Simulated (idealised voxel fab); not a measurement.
Herein follows the process module entitled voxel air gaps.
For reference, the cross-section in this document is cut, with width 255 nm and square cells of 5 nm.
Bands, listed from the top down, are how a cross-section gets written in this document; the cross-section itself is a grid of square cells, and a band is one or more rows of them. Read a band's entry like this: the first values are the height of its top and the height of its bottom in nm, and what follows is the sequence of materials from left to right, each with its width in nm. Note that "empty" is empty space, and that a single material marked "throughout" reaches across the band from edge to edge. Convention: height 0 is the level below which the wafer, as received, is all one material. The lowest band does not terminate at the bottom but continues downward, represented as "top 0, no bottom". It should be noted that a width expressed as "30..40" varies in equal increments from row to row of cells within the band, taking the value of the first number at the top row and that of the second number at the bottom row. It should be understood that the words "no alterations made", when stated for a given step, signify that the cross-section underwent no change in any of its cells during that step. So "Closed internal cavities" is basically the list of trapped voids: any empty space of 8 cells or more that can't reach the top through an opening. They're written width x height at distance, the distance being from the left edge, and it's all nm. Formally, on a step line, whatever follows the settings is a remark that the simulator itself makes on the step. What "overlay nm" on a step's line means: if the step has a mask, that mask lay this far to the right of its planned place, or, when the value is negative, to the left.

Intended process steps
1 RECEIVE [material Si]
2 CONFORMAL_DEP [material SiO2] [thk nm 15]
3 CONFORMAL_DEP [material SiN] [thk nm 5]
4 DIRECTIONAL_DEP [material lowk] [thk nm 35]
5 DIRECTIONAL_DEP [material aC] [thk nm 10]
6 PATTERN [tone open] [mask id LINES] [material resist] [width nm 25] [pitch nm 55] [thk nm 25] [overlay nm 0]
7 DIRECTIONAL_ETCH [etch materials aC] [depth nm 10]
8 STRIP [etch materials resist]
9 DIRECTIONAL_ETCH [etch materials lowk] [depth nm 35]
10 STRIP [etch materials aC]
11 CONFORMAL_DEP [material TiN] [thk nm 5]
12 FILL_DEP [material W] [thk nm 5]
13 CMP [height nm 55]
14 EPI [material Ru] [thk nm 10]
15 SELECTIVE_ETCH [etch materials lowk] [depth nm 45]
16 CONFORMAL_DEP [material SiN] [thk nm 5]

Wafer at receipt (post step 1), cross-section
    top 0, no bottom  Si throughout
    Closed internal cavities: none

Wafer cross-section at module end: first of two, run to plan
    top 70, bottom 65  empty 45 / SiN 165 / empty 45
    top 65, bottom 55  empty 45 / SiN 5 / Ru 45 / SiN 10 / Ru 45 / SiN 10 / Ru 45 / SiN 5 / empty 45
    top 55, bottom 50  empty 45 / SiN 15 / TiN 5 / W 15 / TiN 5 / SiN 30 / TiN 5 / W 15 / TiN 5 / SiN 30 / TiN 5 / W 15 / TiN 5 / SiN 15 / empty 45
    top 50, bottom 25  empty 55 / SiN 5 / TiN 5 / W 15 / TiN 5 / SiN 5 / empty 20 / SiN 5 / TiN 5 / W 15 / TiN 5 / SiN 5 / empty 20 / SiN 5 / TiN 5 / W 15 / TiN 5 / SiN 5 / empty 55
    top 25, bottom 20  SiN 60 / TiN 25 / SiN 30 / TiN 25 / SiN 30 / TiN 25 / SiN 60
    top 20, bottom 15  SiN throughout
    top 15, bottom 0  SiO2 throughout
    top 0, no bottom  Si throughout
    Closed internal cavities: 20 x 25 at 90; 20 x 25 at 145

Wafer two (of two), end-of-module cross-section: start = wafer one, plan = wafer one, one run mistake
    top 80, bottom 65  empty 35 / SiN 185 / empty 35
    top 65, bottom 55  empty 35 / SiN 15 / Ru 45 / SiN 10 / Ru 45 / SiN 10 / Ru 45 / SiN 15 / empty 35
    top 55, bottom 50  empty 35 / SiN 25 / TiN 5 / W 15 / TiN 5 / SiN 30 / TiN 5 / W 15 / TiN 5 / SiN 30 / TiN 5 / W 15 / TiN 5 / SiN 25 / empty 35
    top 50, bottom 40  empty 35 / SiN 25 / TiN 5 / W 15 / TiN 5 / SiN 5 / empty 20 / SiN 5 / TiN 5 / W 15 / TiN 5 / SiN 5 / empty 20 / SiN 5 / TiN 5 / W 15 / TiN 5 / SiN 25 / empty 35
    top 40, bottom 35  empty 45 / SiN 15 / TiN 5 / W 15 / TiN 5 / SiN 5 / empty 20 / SiN 5 / TiN 5 / W 15 / TiN 5 / SiN 5 / empty 20 / SiN 5 / TiN 5 / W 15 / TiN 5 / SiN 15 / empty 45
    top 35, bottom 25  SiN 60 / TiN 5 / W 15 / TiN 5 / SiN 5 / empty 20 / SiN 5 / TiN 5 / W 15 / TiN 5 / SiN 5 / empty 20 / SiN 5 / TiN 5 / W 15 / TiN 5 / SiN 60
    top 25, bottom 20  SiN 60 / TiN 25 / SiN 30 / TiN 25 / SiN 30 / TiN 25 / SiN 60
    top 20, bottom 15  SiN throughout
    top 15, bottom 0  SiO2 throughout
    top 0, no bottom  Si throughout
    Closed internal cavities: 20 x 25 at 90; 20 x 25 at 145
Finding, execution versus plan: step 16 ran with different settings than intended, the actual operation and settings being CONFORMAL_DEP [material SiN] [thk nm 15]
Final wafer comparison in cells, second versus first, more or fewer per material: SiN +154
